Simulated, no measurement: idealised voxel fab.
The following process module bears the name voxel transistor to metal.
FYI the section here is cut, 210 nm wide, cells are 5 nm squares.
For the purposes of this document, a cross-section shall be understood as a grid of square cells, specified as bands listed in top-to-bottom order, each band consisting of one or more rows of cells. Within each band entry, the heights of the top and of the bottom of the band appear first, in that order and in nm; the materials of the band then follow from left to right, each with its corresponding width in nm. The designation "all across" on a single material indicates that it fills the band from edge to edge; the designation "air" indicates empty space. Heights are reckoned from 0. Under this level, the received wafer is all of one material. The bottommost band is open-ended downward, for example "0 and below". Width: "30..40" (first number = top row, second number = bottom row, same change from row to row of cells). "remained the same", as given for a step, is the statement that not any cell of the cross-section underwent a change during that step. Each empty space that has no open way to the top and spans at least 8 cells appears under "Closed internal cavities" as width x height at distance, the distance counted from the left edge, all in nm. Note: text after step settings on the step line = simulator remark on that step. overlay nm: step with mask; distance mask lay right of planned place; negative value = left of planned place.

Steps in the process plan
1,RECEIVE with material Si
2,OXIDIZE with depth nm 5
3,CONFORMAL_DEP with material SiN, thk nm 15
4,DIRECTIONAL_DEP with material aC, thk nm 15
5,PATTERN with tone cover, mask id ACTIVE, material resist, width nm 125, thk nm 30, overlay nm 0
6,DIRECTIONAL_ETCH with etch materials aC, depth nm 15
7,STRIP with etch materials resist
8,DIRECTIONAL_ETCH with etch materials SiN, depth nm 15
9,DIRECTIONAL_ETCH with etch materials SiO2, depth nm 5
10,DIRECTIONAL_ETCH with etch materials Si, depth nm 35
11,STRIP with etch materials aC
12,FILL_DEP with material SiO2, thk nm 15
13,CMP with height nm 15
14,SELECTIVE_ETCH with etch materials SiO2, depth nm 5
15,STRIP with etch materials SiN
16,SELECTIVE_ETCH with etch materials SiO2, depth nm 5
17,OXIDIZE with depth nm 5
18,DIRECTIONAL_DEP with material polySi, thk nm 20
19,DIRECTIONAL_DEP with material SiCN, thk nm 15
20,PATTERN with tone cover, mask id GATE, material resist, width nm 35, thk nm 15, overlay nm 0
21,DIRECTIONAL_ETCH with etch materials SiCN, depth nm 25
22,DIRECTIONAL_ETCH with etch materials polySi, depth nm 30
23,STRIP with etch materials resist
24,CONFORMAL_DEP with material SiN, thk nm 10
25,DIRECTIONAL_ETCH with etch materials SiN, depth nm 10
26,DIRECTIONAL_ETCH with etch materials SiO2, depth nm 5
27,DIRECTIONAL_ETCH with etch materials Si, depth nm 10
28,EPI with material SiGe, thk nm 10
29,FILL_DEP with material SiO2, thk nm 10
30,CMP with height nm 15
31,STRIP with etch materials polySi
32,SELECTIVE_ETCH with etch materials SiO2, depth nm 5
33,CONFORMAL_DEP with material HfO2, thk nm 5
34,CONFORMAL_DEP with material TiN, thk nm 5
35,FILL_DEP with material W, thk nm 10
36,CMP with height nm 10
37,DIRECTIONAL_DEP with material SiO2, thk nm 15
38,PATTERN with tone open, mask id CONTACT, material resist, width nm 15, pitch nm 90, thk nm 20, overlay nm 0
39,DIRECTIONAL_ETCH with etch materials SiO2, depth nm 35
40,STRIP with etch materials resist
41,CONFORMAL_DEP with material TiN, thk nm 5
42,FILL_DEP with material Ru, thk nm 10
43,CMP with height nm 25
44,DIRECTIONAL_DEP with material TiN, thk nm 5
45,DIRECTIONAL_DEP with material W, thk nm 15
46,PATTERN with tone cover, mask id METAL_1, material resist, width nm 15, pitch nm 90, thk nm 15, overlay nm 0
47,DIRECTIONAL_ETCH with etch materials W, depth nm 15
48,DIRECTIONAL_ETCH with etch materials TiN, depth nm 5
49,STRIP with etch materials resist
50,FILL_DEP with material lowk, thk nm 5
51,CMP with height nm 45
52,CONFORMAL_DEP with material SiCN, thk nm 5
53,DIRECTIONAL_DEP with material SiO2, thk nm 30
54,DIRECTIONAL_DEP with material aC, thk nm 15
55,PATTERN with tone open, mask id METAL_2, material resist, width nm 15, pitch nm 90, thk nm 30, overlay nm 0
56,DIRECTIONAL_ETCH with etch materials aC, depth nm 15
57,STRIP with etch materials resist
58,DIRECTIONAL_ETCH with etch materials SiO2, depth nm 15
59,STRIP with etch materials aC
60,PATTERN with tone open, mask id METAL_2_HOLES, material resist, width nm 15, pitch nm 90, thk nm 20, overlay nm 0
61,DIRECTIONAL_ETCH with etch materials SiO2, depth nm 15
62,DIRECTIONAL_ETCH with etch materials SiCN, depth nm 5
63,STRIP with etch materials resist
64,CONFORMAL_DEP with material TiN, thk nm 5
65,FILL_DEP with material Ru, thk nm 10
66,CMP with height nm 80
67,CONFORMAL_DEP with material SiN, thk nm 5

Cross-section of the wafer as it came to us, i.e., already through step 1
- 0 and below: Si all across
- Closed internal cavities: none

Same starting wafer, same plan as above, one mistake in the execution; this is the cross-section at the end of the module
- 85 down to 80: SiN all across
- 80 down to 50: SiO2 50 nm, then TiN 5 nm, then Ru 5 nm, then TiN 5 nm, then SiO2 75 nm, then TiN 5 nm, then Ru 5 nm, then TiN 5 nm, then SiO2 55 nm
- 50 down to 45: SiCN 50 nm, then TiN 15 nm, then SiCN 75 nm, then TiN 15 nm, then SiCN 55 nm
- 45 down to 30: lowk 50 nm, then W 15 nm, then lowk 75 nm, then W 15 nm, then lowk 55 nm
- 30 down to 25: lowk 50 nm, then TiN 15 nm, then lowk 75 nm, then TiN 15 nm, then lowk 55 nm
- 25 down to 10: SiO2 50 nm, then TiN 5 nm, then Ru 5 nm, then TiN 5 nm, then SiO2 75 nm, then TiN 5 nm, then Ru 5 nm, then TiN 5 nm, then SiO2 55 nm
- 10 down to 0: SiO2 50 nm, then TiN 5 nm, then Ru 5 nm, then TiN 5 nm, then SiO2 15 nm, then SiN 5 nm, then HfO2 5 nm, then TiN 5 nm, then W 15 nm, then TiN 5 nm, then HfO2 5 nm, then SiN 5 nm, then SiO2 15 nm, then TiN 5 nm, then Ru 5 nm, then TiN 5 nm, then SiO2 55 nm
- 0 down to -5: SiO2 35 nm, then SiN 5 nm, then SiO2 10 nm, then TiN 5 nm, then Ru 5 nm, then TiN 5 nm, then SiO2 5 nm, then SiGe 10 nm, then SiN 5 nm, then HfO2 5 nm, then TiN 25 nm, then HfO2 5 nm, then SiN 5 nm, then SiGe 10 nm, then SiO2 5 nm, then TiN 5 nm, then Ru 5 nm, then TiN 5 nm, then SiO2 10 nm, then SiN 5 nm, then SiO2 40 nm
- -5 down to -10: SiO2 50 nm, then TiN 15 nm, then SiO2 5 nm, then SiGe 10 nm, then HfO2 45 nm, then SiGe 10 nm, then SiO2 5 nm, then TiN 15 nm, then SiO2 55 nm
- -10 down to -20: SiO2 40 nm, then SiGe 40 nm, then Si 45 nm, then SiGe 40 nm, then SiO2 45 nm
- -20 down to -40: SiO2 40 nm, then Si 125 nm, then SiO2 45 nm
- -40 and below: Si all across
- Closed internal cavities: none
Misprocessing identified: the process deviated at step 24: the operation and settings actually run there were CONFORMAL_DEP with material SiN, thk nm 5
